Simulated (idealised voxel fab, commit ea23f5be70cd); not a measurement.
Herein follows the process module entitled voxel wiring stack.
The cross-section on display is named cut; it measures 275 nm wide, and its cells are 5 nm squares.
Bands, listed from the top down, are how a cross-section gets written in this document; the cross-section itself is a grid of square cells, and a band is one or more rows of them.
In this notation a band is specified by the heights of its top and bottom, in that order and in nm, after which its materials appear from left to right, each paired with its width in nm. The word "everywhere" attached to a single material means that material fills the band from edge to edge; the word "air" stands for empty space.
For the purposes of this specification, 0 denotes the height below which the wafer in its as-received condition is composed wholly of one material, and the lowermost band, lacking a lower limit, extends downward without end, as expressed in "0 and below".
Read "30->40" as a graded width: first number on top, second number at the bottom, same change between each pair of neighbouring rows.
Step marked "left unchanged"? Then no cell in the cross-section changed in it.
Basically, "closed voids" tells you about the enclosed voids: empty spaces with no open way to the top, 8 cells or bigger, each written width x height at distance, where distance is from the left edge, all in nm.
On a step's line, text after the settings is the simulator commenting on that step.
overlay nm: how far to the right of its planned place the mask lay on this masked step (negative: to the left).
How should the pairs below be read? Each gives the cross-section before one process step and the cross-section after it, the latter drawn only to the lowest band that changed; the step that lies between them, with its settings, appears under the pair. Does a pair pick up where the pair above left off? Only where its entry headed "Prior to processing" says so, since pairs can come from different runs of this module on the same starting wafer.
Prior to processing:
	90 down to 80  85 aC / 25 air / 15 aC / 25 air / 15 aC / 25 air / 85 aC
	80 down to 60  85 SiO2 / 25 air / 15 SiO2 / 25 air / 15 SiO2 / 25 air / 85 SiO2
	60 down to 50  SiO2 everywhere
	50 down to 45  SiCN everywhere
	45 down to 40  lowk everywhere
	40 down to 15  85 lowk / 25 Ru / 15 lowk / 25 Ru / 15 lowk / 25 Ru / 85 lowk
	15 down to 0  SiO2 everywhere
	0 and below  Si everywhere
	closed voids: none
Section After Processing:
	80 down to 60  85 SiO2 / 25 air / 15 SiO2 / 25 air / 15 SiO2 / 25 air / 85 SiO2
	Below 60 it's all the same as before, nothing changed down there.
	closed voids: none
Step linking the sections shown: STRIP: etch materials aC
Prior to processing: identical to the post-step cross-section of the immediately preceding pair.
Section After Processing:
	95 down to 80  85 aC / 25 air / 15 aC / 25 air / 15 aC / 25 air / 85 aC
	80 down to 75  85 SiO2 / 25 air / 15 SiO2 / 25 air / 15 SiO2 / 25 air / 85 SiO2
	75 down to 60  85 SiO2 / 25 aC / 15 SiO2 / 25 aC / 15 SiO2 / 25 aC / 85 SiO2
	Below 60 it's all the same as before, nothing changed down there.
	closed voids: none
Step linking the sections shown: DIRECTIONAL_DEP: material aC, thk nm 15
Prior to processing: identical to the post-step cross-section of the immediately preceding pair.
Section After Processing:
	130 down to 95  85 resist / 15 air / 65 resist / 15 air / 95 resist
	95 down to 80  85 aC / 15 air / 10 resist / 15 aC / 25 resist / 15 aC / 15 air / 10 resist / 85 aC
	80 down to 75  85 SiO2 / 15 air / 10 resist / 15 SiO2 / 25 resist / 15 SiO2 / 15 air / 10 resist / 85 SiO2
	Below 75 it's all the same as before, nothing changed down there.
	closed voids: none
Step linking the sections shown: PATTERN: tone open, mask id METAL_2_HOLES, material resist, width nm 15, pitch nm 80, thk nm 35, overlay nm 0
Prior to processing: identical to the post-step cross-section of the immediately preceding pair.
Section After Processing:
	115 down to 95  85 resist / 15 air / 65 resist / 15 air / 95 resist
	95 down to 80  85 aC / 15 air / 10 resist / 15 aC / 25 resist / 15 aC / 15 air / 10 resist / 85 aC
	80 down to 75  85 SiO2 / 15 air / 10 resist / 15 SiO2 / 25 resist / 15 SiO2 / 15 air / 10 resist / 85 SiO2
	75 down to 60  85 SiO2 / 15 air / 10 aC / 15 SiO2 / 25 aC / 15 SiO2 / 15 air / 10 aC / 85 SiO2
	Below 60 it's all the same as before, nothing changed down there.
	closed voids: none
Step linking the sections shown: DIRECTIONAL_ETCH: etch materials aC, depth nm 15
Prior to processing: identical to the post-step cross-section of the immediately preceding pair.
Section After Processing:
	95 down to 80  85 aC / 25 air / 15 aC / 25 air / 15 aC / 25 air / 85 aC
	80 down to 75  85 SiO2 / 25 air / 15 SiO2 / 25 air / 15 SiO2 / 25 air / 85 SiO2
	Below 75 it's all the same as before, nothing changed down there.
	closed voids: none
Step linking the sections shown: STRIP: etch materials resist
Prior to processing: identical to the post-step cross-section of the immediately preceding pair.
Section After Processing:
	95 down to 80  85 aC / 25 air / 15 aC / 25 air / 15 aC / 25 air / 85 aC
	80 down to 75  85 SiO2 / 25 air / 15 SiO2 / 25 air / 15 SiO2 / 25 air / 85 SiO2
	75 down to 60  85 SiO2 / 15 air / 10 aC / 15 SiO2 / 25 aC / 15 SiO2 / 15 air / 10 aC / 85 SiO2
	60 down to 50  85 SiO2 / 15 air / 65 SiO2 / 15 air / 95 SiO2
	Below 50 it's all the same as before, nothing changed down there.
	closed voids: none
Step linking the sections shown: DIRECTIONAL_ETCH: etch materials SiO2, depth nm 10
Prior to processing: identical to the post-step cross-section of the immediately preceding pair.
Section After Processing:
	95 down to 80  85 aC / 25 air / 15 aC / 25 air / 15 aC / 25 air / 85 aC
	80 down to 75  85 SiO2 / 25 air / 15 SiO2 / 25 air / 15 SiO2 / 25 air / 85 SiO2
	75 down to 60  85 SiO2 / 15 air / 10 aC / 15 SiO2 / 25 aC / 15 SiO2 / 15 air / 10 aC / 85 SiO2
	60 down to 50  85 SiO2 / 15 air / 65 SiO2 / 15 air / 95 SiO2
	50 down to 45  85 SiCN / 15 air / 65 SiCN / 15 air / 95 SiCN
	Below 45 it's all the same as before, nothing changed down there.
	closed voids: none
Step linking the sections shown: DIRECTIONAL_ETCH: etch materials SiCN, depth nm 5
Prior to processing: identical to the post-step cross-section of the immediately preceding pair.
Section After Processing:
	80 down to 60  85 SiO2 / 25 air / 15 SiO2 / 25 air / 15 SiO2 / 25 air / 85 SiO2
	Below 60 it's all the same as before, nothing changed down there.
	closed voids: none
Step linking the sections shown: STRIP: etch materials aC
Prior to processing: identical to the post-step cross-section of the immediately preceding pair.
Section After Processing:
	85 down to 80  90 TiN / 15 air / 25 TiN / 15 air / 25 TiN / 15 air / 90 TiN
	80 down to 65  85 SiO2 / 5 TiN / 15 air / 5 TiN / 15 SiO2 / 5 TiN / 15 air / 5 TiN / 15 SiO2 / 5 TiN / 15 air / 5 TiN / 85 SiO2
	65 down to 60  85 SiO2 / 5 TiN / 5 air / 15 TiN / 15 SiO2 / 25 TiN / 15 SiO2 / 5 TiN / 5 air / 15 TiN / 85 SiO2
	60 down to 50  85 SiO2 / 5 TiN / 5 air / 5 TiN / 65 SiO2 / 5 TiN / 5 air / 5 TiN / 95 SiO2
	50 down to 45  85 SiCN / 15 TiN / 65 SiCN / 15 TiN / 95 SiCN
	Below 45 it's all the same as before, nothing changed down there.
	closed voids: none
Step linking the sections shown: CONFORMAL_DEP: material TiN, thk nm 5
Prior to processing: identical to the post-step cross-section of the immediately preceding pair.
Section After Processing:
	95 down to 85  Cu everywhere
	85 down to 80  90 TiN / 15 Cu / 25 TiN / 15 Cu / 25 TiN / 15 Cu / 90 TiN
	80 down to 65  85 SiO2 / 5 TiN / 15 Cu / 5 TiN / 15 SiO2 / 5 TiN / 15 Cu / 5 TiN / 15 SiO2 / 5 TiN / 15 Cu / 5 TiN / 85 SiO2
	65 down to 60  85 SiO2 / 5 TiN / 5 Cu / 15 TiN / 15 SiO2 / 25 TiN / 15 SiO2 / 5 TiN / 5 Cu / 15 TiN / 85 SiO2
	60 down to 50  85 SiO2 / 5 TiN / 5 Cu / 5 TiN / 65 SiO2 / 5 TiN / 5 Cu / 5 TiN / 95 SiO2
	Below 50 it's all the same as before, nothing changed down there.
	closed voids: none
Step linking the sections shown: FILL_DEP: material Cu, thk nm 10
Prior to processing: identical to the post-step cross-section of the immediately preceding pair.
Section After Processing:
	80 down to 65  85 SiO2 / 5 TiN / 15 Cu / 5 TiN / 15 SiO2 / 5 TiN / 15 Cu / 5 TiN / 15 SiO2 / 5 TiN / 15 Cu / 5 TiN / 85 SiO2
	Below 65 it's all the same as before, nothing changed down there.
	closed voids: none
Step linking the sections shown: CMP: height nm 80
Prior to processing: identical to the post-step cross-section of the immediately preceding pair.
Section After Processing:
	85 down to 80  SiCN everywhere
	Below 80 it's all the same as before, nothing changed down there.
	closed voids: none
Step linking the sections shown: CONFORMAL_DEP: material SiCN, thk nm 5
Prior to processing: identical to the post-step cross-section of the immediately preceding pair.
Section After Processing:
	115 down to 85  SiO2 everywhere
	Below 85 it's all the same as before, nothing changed down there.
	closed voids: none
Step linking the sections shown: DIRECTIONAL_DEP: material SiO2, thk nm 30
Prior to processing: identical to the post-step cross-section of the immediately preceding pair.
Section After Processing:
	130 down to 115  85 resist / 25 air / 15 resist / 25 air / 15 resist / 25 air / 85 resist
	Below 115 it's all the same as before, nothing changed down there.
	closed voids: none
Step linking the sections shown: PATTERN: tone open, mask id METAL_3, material resist, width nm 25, pitch nm 40, thk nm 15, overlay nm 0
Prior to processing: identical to the post-step cross-section of the immediately preceding pair.
Section After Processing:
	130 down to 115  85 resist / 25 air / 15 resist / 25 air / 15 resist / 25 air / 85 resist
	115 down to 95  85 SiO2 / 25 air / 15 SiO2 / 25 air / 15 SiO2 / 25 air / 85 SiO2
	Below 95 it's all the same as before, nothing changed down there.
	closed voids: none
Step linking the sections shown: DIRECTIONAL_ETCH: etch materials SiO2, depth nm 20
Prior to processing: identical to the post-step cross-section of the immediately preceding pair.
Section After Processing:
	115 down to 95  85 SiO2 / 25 air / 15 SiO2 / 25 air / 15 SiO2 / 25 air / 85 SiO2
	Below 95 it's all the same as before, nothing changed down there.
	closed voids: none
Step linking the sections shown: STRIP: etch materials resist
Prior to processing: identical to the post-step cross-section of the immediately preceding pair.
Section After Processing:
	125 down to 115  85 aC / 25 air / 15 aC / 25 air / 15 aC / 25 air / 85 aC
	115 down to 105  85 SiO2 / 25 air / 15 SiO2 / 25 air / 15 SiO2 / 25 air / 85 SiO2
	105 down to 95  85 SiO2 / 25 aC / 15 SiO2 / 25 aC / 15 SiO2 / 25 aC / 85 SiO2
	Below 95 it's all the same as before, nothing changed down there.
	closed voids: none
Step linking the sections shown: DIRECTIONAL_DEP: material aC, thk nm 10
Prior to processing: identical to the post-step cross-section of the immediately preceding pair.
Section After Processing:
	150 down to 125  85 resist / 15 air / 65 resist / 15 air / 95 resist
	125 down to 115  85 aC / 15 air / 10 resist / 15 aC / 25 resist / 15 aC / 15 air / 10 resist / 85 aC
	115 down to 105  85 SiO2 / 15 air / 10 resist / 15 SiO2 / 25 resist / 15 SiO2 / 15 air / 10 resist / 85 SiO2
	Below 105 it's all the same as before, nothing changed down there.
	closed voids: none
Step linking the sections shown: PATTERN: tone open, mask id METAL_3_HOLES, material resist, width nm 15, pitch nm 80, thk nm 25, overlay nm 0
Prior to processing: identical to the post-step cross-section of the immediately preceding pair.
Section After Processing:
	140 down to 125  85 resist / 15 air / 65 resist / 15 air / 95 resist
	125 down to 115  85 aC / 15 air / 10 resist / 15 aC / 25 resist / 15 aC / 15 air / 10 resist / 85 aC
	115 down to 105  85 SiO2 / 15 air / 10 resist / 15 SiO2 / 25 resist / 15 SiO2 / 15 air / 10 resist / 85 SiO2
	105 down to 95  85 SiO2 / 15 air / 10 aC / 15 SiO2 / 25 aC / 15 SiO2 / 15 air / 10 aC / 85 SiO2
	Below 95 it's all the same as before, nothing changed down there.
	closed voids: none
Step linking the sections shown: DIRECTIONAL_ETCH: etch materials aC, depth nm 10
Prior to processing: identical to the post-step cross-section of the immediately preceding pair.
Section After Processing:
	125 down to 115  85 aC / 25 air / 15 aC / 25 air / 15 aC / 25 air / 85 aC
	115 down to 105  85 SiO2 / 25 air / 15 SiO2 / 25 air / 15 SiO2 / 25 air / 85 SiO2
	Below 105 it's all the same as before, nothing changed down there.
	closed voids: none
Step linking the sections shown: STRIP: etch materials resist
Prior to processing: identical to the post-step cross-section of the immediately preceding pair.
Section After Processing:
	125 down to 115  85 aC / 25 air / 15 aC / 25 air / 15 aC / 25 air / 85 aC
	115 down to 105  85 SiO2 / 25 air / 15 SiO2 / 25 air / 15 SiO2 / 25 air / 85 SiO2
	105 down to 95  85 SiO2 / 15 air / 10 aC / 15 SiO2 / 25 aC / 15 SiO2 / 15 air / 10 aC / 85 SiO2
	95 down to 85  85 SiO2 / 15 air / 65 SiO2 / 15 air / 95 SiO2
	Below 85 it's all the same as before, nothing changed down there.
	closed voids: none
Step linking the sections shown: DIRECTIONAL_ETCH: etch materials SiO2, depth nm 10
Prior to processing: identical to the post-step cross-section of the immediately preceding pair.
Section After Processing:
	125 down to 115  85 aC / 25 air / 15 aC / 25 air / 15 aC / 25 air / 85 aC
	115 down to 105  85 SiO2 / 25 air / 15 SiO2 / 25 air / 15 SiO2 / 25 air / 85 SiO2
	105 down to 95  85 SiO2 / 15 air / 10 aC / 15 SiO2 / 25 aC / 15 SiO2 / 15 air / 10 aC / 85 SiO2
	95 down to 85  85 SiO2 / 15 air / 65 SiO2 / 15 air / 95 SiO2
	85 down to 80  85 SiCN / 15 air / 65 SiCN / 15 air / 95 SiCN
	Below 80 it's all the same as before, nothing changed down there.
	closed voids: none
Step linking the sections shown: DIRECTIONAL_ETCH: etch materials SiCN, depth nm 5
Prior to processing: identical to the post-step cross-section of the immediately preceding pair.
Section After Processing:
	115 down to 95  85 SiO2 / 25 air / 15 SiO2 / 25 air / 15 SiO2 / 25 air / 85 SiO2
	Below 95 it's all the same as before, nothing changed down there.
	closed voids: none
Step linking the sections shown: STRIP: etch materials aC
Prior to processing: identical to the post-step cross-section of the immediately preceding pair.
Section After Processing:
	120 down to 115  90 TiN / 15 air / 25 TiN / 15 air / 25 TiN / 15 air / 90 TiN
	115 down to 100  85 SiO2 / 5 TiN / 15 air / 5 TiN / 15 SiO2 / 5 TiN / 15 air / 5 TiN / 15 SiO2 / 5 TiN / 15 air / 5 TiN / 85 SiO2
	100 down to 95  85 SiO2 / 5 TiN / 5 air / 15 TiN / 15 SiO2 / 25 TiN / 15 SiO2 / 5 TiN / 5 air / 15 TiN / 85 SiO2
	95 down to 85  85 SiO2 / 5 TiN / 5 air / 5 TiN / 65 SiO2 / 5 TiN / 5 air / 5 TiN / 95 SiO2
	85 down to 80  85 SiCN / 15 TiN / 65 SiCN / 15 TiN / 95 SiCN
	Below 80 it's all the same as before, nothing changed down there.
	closed voids: none
Step linking the sections shown: CONFORMAL_DEP: material TiN, thk nm 5
Prior to processing: identical to the post-step cross-section of the immediately preceding pair.
Section After Processing:
	125 down to 120  Ru everywhere
	120 down to 115  90 TiN / 15 Ru / 25 TiN / 15 Ru / 25 TiN / 15 Ru / 90 TiN
	115 down to 100  85 SiO2 / 5 TiN / 15 Ru / 5 TiN / 15 SiO2 / 5 TiN / 15 Ru / 5 TiN / 15 SiO2 / 5 TiN / 15 Ru / 5 TiN / 85 SiO2
	100 down to 95  85 SiO2 / 5 TiN / 5 Ru / 15 TiN / 15 SiO2 / 25 TiN / 15 SiO2 / 5 TiN / 5 Ru / 15 TiN / 85 SiO2
	95 down to 85  85 SiO2 / 5 TiN / 5 Ru / 5 TiN / 65 SiO2 / 5 TiN / 5 Ru / 5 TiN / 95 SiO2
	Below 85 it's all the same as before, nothing changed down there.
	closed voids: none
Step linking the sections shown: FILL_DEP: material Ru, thk nm 5
Prior to processing: identical to the post-step cross-section of the immediately preceding pair.
Section After Processing:
	115 down to 100  85 SiO2 / 5 TiN / 15 Ru / 5 TiN / 15 SiO2 / 5 TiN / 15 Ru / 5 TiN / 15 SiO2 / 5 TiN / 15 Ru / 5 TiN / 85 SiO2
	Below 100 it's all the same as before, nothing changed down there.
	closed voids: none
Step linking the sections shown: CMP: height nm 115
Prior to processing: identical to the post-step cross-section of the immediately preceding pair.
Section After Processing:
	120 down to 115  SiCN everywhere
	Below 115 it's all the same as before, nothing changed down there.
	closed voids: none
Step linking the sections shown: CONFORMAL_DEP: material SiCN, thk nm 5
Prior to processing: identical to the post-step cross-section of the immediately preceding pair.
Section After Processing:
	150 down to 120  SiO2 everywhere
	Below 120 it's all the same as before, nothing changed down there.
	closed voids: none
Step linking the sections shown: DIRECTIONAL_DEP: material SiO2, thk nm 30
Prior to processing: identical to the post-step cross-section of the immediately preceding pair.
Section After Processing:
	170 down to 150  85 resist / 15 air / 25 resist / 15 air / 25 resist / 15 air / 95 resist
	Below 150 it's all the same as before, nothing changed down there.
	closed voids: none
Step linking the sections shown: PATTERN: tone open, mask id METAL_4_HOLES, material resist, width nm 15, pitch nm 40, thk nm 20, overlay nm 0
Prior to processing: identical to the post-step cross-section of the immediately preceding pair.
Section After Processing:
	170 down to 150  85 resist / 15 air / 25 resist / 15 air / 25 resist / 15 air / 95 resist
	150 down to 120  85 SiO2 / 15 air / 25 SiO2 / 15 air / 25 SiO2 / 15 air / 95 SiO2
	Below 120 it's all the same as before, nothing changed down there.
	closed voids: none
Step linking the sections shown: DIRECTIONAL_ETCH: etch materials SiO2, depth nm 30
Prior to processing: identical to the post-step cross-section of the immediately preceding pair.
Section After Processing:
	150 down to 120  85 SiO2 / 15 air / 25 SiO2 / 15 air / 25 SiO2 / 15 air / 95 SiO2
	Below 120 it's all the same as before, nothing changed down there.
	closed voids: none
Step linking the sections shown: STRIP: etch materials resist
Prior to processing: identical to the post-step cross-section of the immediately preceding pair.
Section After Processing:
	170 down to 150  85 resist / 25 air / 15 resist / 25 air / 15 resist / 25 air / 85 resist
	Below 150 it's all the same as before, nothing changed down there.
	closed voids: none
Step linking the sections shown: PATTERN: tone open, mask id METAL_4, material resist, width nm 25, pitch nm 40, thk nm 20, overlay nm 0
Prior to processing: identical to the post-step cross-section of the immediately preceding pair.
Section After Processing:
	170 down to 150  85 resist / 25 air / 15 resist / 25 air / 15 resist / 25 air / 85 resist
	150 down to 130  85 SiO2 / 25 air / 15 SiO2 / 25 air / 15 SiO2 / 25 air / 85 SiO2
	Below 130 it's all the same as before, nothing changed down there.
	closed voids: none
Step linking the sections shown: DIRECTIONAL_ETCH: etch materials SiO2, depth nm 20
Prior to processing: identical to the post-step cross-section of the immediately preceding pair.
Section After Processing:
	170 down to 150  85 resist / 25 air / 15 resist / 25 air / 15 resist / 25 air / 85 resist
	150 down to 130  85 SiO2 / 25 air / 15 SiO2 / 25 air / 15 SiO2 / 25 air / 85 SiO2
	130 down to 120  85 SiO2 / 15 air / 25 SiO2 / 15 air / 25 SiO2 / 15 air / 95 SiO2
	120 down to 115  85 SiCN / 15 air / 25 SiCN / 15 air / 25 SiCN / 15 air / 95 SiCN
	Below 115 it's all the same as before, nothing changed down there.
	closed voids: none
Step linking the sections shown: DIRECTIONAL_ETCH: etch materials SiCN, depth nm 5
Prior to processing: identical to the post-step cross-section of the immediately preceding pair.
Section After Processing:
	150 down to 130  85 SiO2 / 25 air / 15 SiO2 / 25 air / 15 SiO2 / 25 air / 85 SiO2
	Below 130 it's all the same as before, nothing changed down there.
	closed voids: none
Step linking the sections shown: STRIP: etch materials resist
Prior to processing: identical to the post-step cross-section of the immediately preceding pair.
Section After Processing:
	155 down to 150  90 TiN / 15 air / 25 TiN / 15 air / 25 TiN / 15 air / 90 TiN
	150 down to 135  85 SiO2 / 5 TiN / 15 air / 5 TiN / 15 SiO2 / 5 TiN / 15 air / 5 TiN / 15 SiO2 / 5 TiN / 15 air / 5 TiN / 85 SiO2
	135 down to 130  85 SiO2 / 5 TiN / 5 air / 15 TiN / 15 SiO2 / 5 TiN / 5 air / 15 TiN / 15 SiO2 / 5 TiN / 5 air / 15 TiN / 85 SiO2
	130 down to 120  85 SiO2 / 5 TiN / 5 air / 5 TiN / 25 SiO2 / 5 TiN / 5 air / 5 TiN / 25 SiO2 / 5 TiN / 5 air / 5 TiN / 95 SiO2
	120 down to 115  85 SiCN / 15 TiN / 25 SiCN / 15 TiN / 25 SiCN / 15 TiN / 95 SiCN
	Below 115 it's all the same as before, nothing changed down there.
	closed voids: none
Step linking the sections shown: CONFORMAL_DEP: material TiN, thk nm 5
Prior to processing: identical to the post-step cross-section of the immediately preceding pair.
Section After Processing:
	160 down to 155  Cu everywhere
	155 down to 150  90 TiN / 15 Cu / 25 TiN / 15 Cu / 25 TiN / 15 Cu / 90 TiN
	150 down to 135  85 SiO2 / 5 TiN / 15 Cu / 5 TiN / 15 SiO2 / 5 TiN / 15 Cu / 5 TiN / 15 SiO2 / 5 TiN / 15 Cu / 5 TiN / 85 SiO2
	135 down to 130  85 SiO2 / 5 TiN / 5 Cu / 15 TiN / 15 SiO2 / 5 TiN / 5 Cu / 15 TiN / 15 SiO2 / 5 TiN / 5 Cu / 15 TiN / 85 SiO2
	130 down to 120  85 SiO2 / 5 TiN / 5 Cu / 5 TiN / 25 SiO2 / 5 TiN / 5 Cu / 5 TiN / 25 SiO2 / 5 TiN / 5 Cu / 5 TiN / 95 SiO2
	Below 120 it's all the same as before, nothing changed down there.
	closed voids: none
Step linking the sections shown: FILL_DEP: material Cu, thk nm 5
Prior to processing: identical to the post-step cross-section of the immediately preceding pair.
Section After Processing:
	150 down to 135  85 SiO2 / 5 TiN / 15 Cu / 5 TiN / 15 SiO2 / 5 TiN / 15 Cu / 5 TiN / 15 SiO2 / 5 TiN / 15 Cu / 5 TiN / 85 SiO2
	Below 135 it's all the same as before, nothing changed down there.
	closed voids: none
Step linking the sections shown: CMP: height nm 150
Prior to processing: identical to the post-step cross-section of the immediately preceding pair.
Section After Processing:
	155 down to 150  SiCN everywhere
	Below 150 it's all the same as before, nothing changed down there.
	closed voids: none
Step linking the sections shown: CONFORMAL_DEP: material SiCN, thk nm 5
Prior to processing:
	15 down to 0  SiO2 everywhere
	0 and below  Si everywhere
	closed voids: none
Section After Processing:
	30 down to 0  SiO2 everywhere
	Below 0 it's all the same as before, nothing changed down there.
	closed voids: none
Step linking the sections shown: CONFORMAL_DEP: material SiO2, thk nm 15
Prior to processing: identical to the post-step cross-section of the immediately preceding pair.
Section After Processing:
	35 down to 30  TiN everywhere
	Below 30 it's all the same as before, nothing changed down there.
	closed voids: none
Step linking the sections shown: DIRECTIONAL_DEP: material TiN, thk nm 5
Prior to processing: identical to the post-step cross-section of the immediately preceding pair.
Section After Processing:
	60 down to 35  Ru everywhere
	Below 35 it's all the same as before, nothing changed down there.
	closed voids: none
Step linking the sections shown: DIRECTIONAL_DEP: material Ru, thk nm 25
Prior to processing: identical to the post-step cross-section of the immediately preceding pair.
Section After Processing:
	80 down to 60  85 air / 25 resist / 15 air / 25 resist / 15 air / 25 resist / 85 air
	Below 60 it's all the same as before, nothing changed down there.
	closed voids: none
Step linking the sections shown: PATTERN: tone cover, mask id METAL_1, material resist, width nm 25, pitch nm 40, thk nm 20, overlay nm 0
Prior to processing: identical to the post-step cross-section of the immediately preceding pair.
Section After Processing:
	80 down to 60  85 air / 25 resist / 15 air / 25 resist / 15 air / 25 resist / 85 air
	60 down to 35  85 air / 25 Ru / 15 air / 25 Ru / 15 air / 25 Ru / 85 air
	Below 35 it's all the same as before, nothing changed down there.
	closed voids: none
Step linking the sections shown: DIRECTIONAL_ETCH: etch materials Ru, depth nm 25
Prior to processing: identical to the post-step cross-section of the immediately preceding pair.
Section After Processing:
	80 down to 60  85 air / 25 resist / 15 air / 25 resist / 15 air / 25 resist / 85 air
	60 down to 35  85 air / 25 Ru / 15 air / 25 Ru / 15 air / 25 Ru / 85 air
	35 down to 30  85 air / 25 TiN / 15 air / 25 TiN / 15 air / 25 TiN / 85 air
	Below 30 it's all the same as before, nothing changed down there.
	closed voids: none
Step linking the sections shown: DIRECTIONAL_ETCH: etch materials TiN, depth nm 5
Prior to processing: identical to the post-step cross-section of the immediately preceding pair.
Section After Processing:
	60 down to 35  85 air / 25 Ru / 15 air / 25 Ru / 15 air / 25 Ru / 85 air
	Below 35 it's all the same as before, nothing changed down there.
	closed voids: none
Step linking the sections shown: STRIP: etch materials resist
Prior to processing: identical to the post-step cross-section of the immediately preceding pair.
Section After Processing:
	70 down to 60  lowk everywhere
	60 down to 35  85 lowk / 25 Ru / 15 lowk / 25 Ru / 15 lowk / 25 Ru / 85 lowk
	35 down to 30  85 lowk / 25 TiN / 15 lowk / 25 TiN / 15 lowk / 25 TiN / 85 lowk
	Below 30 it's all the same as before, nothing changed down there.
	closed voids: none
Step linking the sections shown: FILL_DEP: material lowk, thk nm 10
Prior to processing: identical to the post-step cross-section of the immediately preceding pair.
Section After Processing:
	45 down to 35  85 lowk / 25 Ru / 15 lowk / 25 Ru / 15 lowk / 25 Ru / 85 lowk
	Below 35 it's all the same as before, nothing changed down there.
	closed voids: none
Step linking the sections shown: CMP: height nm 45
Prior to processing: identical to the post-step cross-section of the immediately preceding pair.
Section After Processing:
	50 down to 45  SiCN everywhere
	Below 45 it's all the same as before, nothing changed down there.
	closed voids: none
Step linking the sections shown: CONFORMAL_DEP: material SiCN, thk nm 5
Prior to processing: identical to the post-step cross-section of the immediately preceding pair.
Section After Processing:
	80 down to 50  SiO2 everywhere
	Below 50 it's all the same as before, nothing changed down there.
	closed voids: none
Step linking the sections shown: DIRECTIONAL_DEP: material SiO2, thk nm 30
Prior to processing: identical to the post-step cross-section of the immediately preceding pair.
Section After Processing:
	90 down to 80  aC everywhere
	Below 80 it's all the same as before, nothing changed down there.
	closed voids: none
Step linking the sections shown: DIRECTIONAL_DEP: material aC, thk nm 10
Prior to processing: identical to the post-step cross-section of the immediately preceding pair.
Section After Processing:
	120 down to 90  85 resist / 25 air / 15 resist / 25 air / 15 resist / 25 air / 85 resist
	Below 90 it's all the same as before, nothing changed down there.
	closed voids: none
Step linking the sections shown: PATTERN: tone open, mask id METAL_2, material resist, width nm 25, pitch nm 40, thk nm 30, overlay nm 0
Prior to processing: identical to the post-step cross-section of the immediately preceding pair.
Section After Processing:
	110 down to 90  85 resist / 25 air / 15 resist / 25 air / 15 resist / 25 air / 85 resist
	90 down to 80  85 aC / 25 air / 15 aC / 25 air / 15 aC / 25 air / 85 aC
	Below 80 it's all the same as before, nothing changed down there.
	closed voids: none
Step linking the sections shown: DIRECTIONAL_ETCH: etch materials aC, depth nm 10
Prior to processing: identical to the post-step cross-section of the immediately preceding pair.
Section After Processing:
	90 down to 80  85 aC / 25 air / 15 aC / 25 air / 15 aC / 25 air / 85 aC
	Below 80 it's all the same as before, nothing changed down there.
	closed voids: none
Step linking the sections shown: STRIP: etch materials resist
Prior to processing: identical to the post-step cross-section of the immediately preceding pair.
Section After Processing:
	90 down to 80  85 aC / 25 air / 15 aC / 25 air / 15 aC / 25 air / 85 aC
	80 down to 60  85 SiO2 / 25 air / 15 SiO2 / 25 air / 15 SiO2 / 25 air / 85 SiO2
	Below 60 it's all the same as before, nothing changed down there.
	closed voids: none
Step linking the sections shown: DIRECTIONAL_ETCH: etch materials SiO2, depth nm 20
Prior to processing: identical to the post-step cross-section of the immediately preceding pair.
Section After Processing:
	80 down to 60  85 SiO2 / 25 air / 15 SiO2 / 25 air / 15 SiO2 / 25 air / 85 SiO2
	Below 60 it's all the same as before, nothing changed down there.
	closed voids: none
Step linking the sections shown: STRIP: etch materials aC
Prior to processing: identical to the post-step cross-section of the immediately preceding pair.
Section After Processing:
	95 down to 80  85 aC / 25 air / 15 aC / 25 air / 15 aC / 25 air / 85 aC
	80 down to 75  85 SiO2 / 25 air / 15 SiO2 / 25 air / 15 SiO2 / 25 air / 85 SiO2
	75 down to 60  85 SiO2 / 25 aC / 15 SiO2 / 25 aC / 15 SiO2 / 25 aC / 85 SiO2
	Below 60 it's all the same as before, nothing changed down there.
	closed voids: none
Step linking the sections shown: DIRECTIONAL_DEP: material aC, thk nm 15
Prior to processing: identical to the post-step cross-section of the immediately preceding pair.
Section After Processing:
	130 down to 95  85 resist / 15 air / 65 resist / 15 air / 95 resist
	95 down to 80  85 aC / 15 air / 10 resist / 15 aC / 25 resist / 15 aC / 15 air / 10 resist / 85 aC
	80 down to 75  85 SiO2 / 15 air / 10 resist / 15 SiO2 / 25 resist / 15 SiO2 / 15 air / 10 resist / 85 SiO2
	Below 75 it's all the same as before, nothing changed down there.
	closed voids: none
Step linking the sections shown: PATTERN: tone open, mask id METAL_2_HOLES, material resist, width nm 15, pitch nm 80, thk nm 35, overlay nm 0
Prior to processing: identical to the post-step cross-section of the immediately preceding pair.
Section After Processing:
	115 down to 95  85 resist / 15 air / 65 resist / 15 air / 95 resist
	95 down to 80  85 aC / 15 air / 10 resist / 15 aC / 25 resist / 15 aC / 15 air / 10 resist / 85 aC
	80 down to 75  85 SiO2 / 15 air / 10 resist / 15 SiO2 / 25 resist / 15 SiO2 / 15 air / 10 resist / 85 SiO2
	75 down to 60  85 SiO2 / 15 air / 10 aC / 15 SiO2 / 25 aC / 15 SiO2 / 15 air / 10 aC / 85 SiO2
	Below 60 it's all the same as before, nothing changed down there.
	closed voids: none
Step linking the sections shown: DIRECTIONAL_ETCH: etch materials aC, depth nm 15
Prior to processing: identical to the post-step cross-section of the immediately preceding pair.
Section After Processing:
	95 down to 80  85 aC / 25 air / 15 aC / 25 air / 15 aC / 25 air / 85 aC
	80 down to 75  85 SiO2 / 25 air / 15 SiO2 / 25 air / 15 SiO2 / 25 air / 85 SiO2
	Below 75 it's all the same as before, nothing changed down there.
	closed voids: none
Step linking the sections shown: STRIP: etch materials resist
Prior to processing: identical to the post-step cross-section of the immediately preceding pair.
Section After Processing:
	95 down to 80  85 aC / 25 air / 15 aC / 25 air / 15 aC / 25 air / 85 aC
	80 down to 75  85 SiO2 / 25 air / 15 SiO2 / 25 air / 15 SiO2 / 25 air / 85 SiO2
	75 down to 60  85 SiO2 / 15 air / 10 aC / 15 SiO2 / 25 aC / 15 SiO2 / 15 air / 10 aC / 85 SiO2
	60 down to 50  85 SiO2 / 15 air / 65 SiO2 / 15 air / 95 SiO2
	Below 50 it's all the same as before, nothing changed down there.
	closed voids: none
Step linking the sections shown: DIRECTIONAL_ETCH: etch materials SiO2, depth nm 10
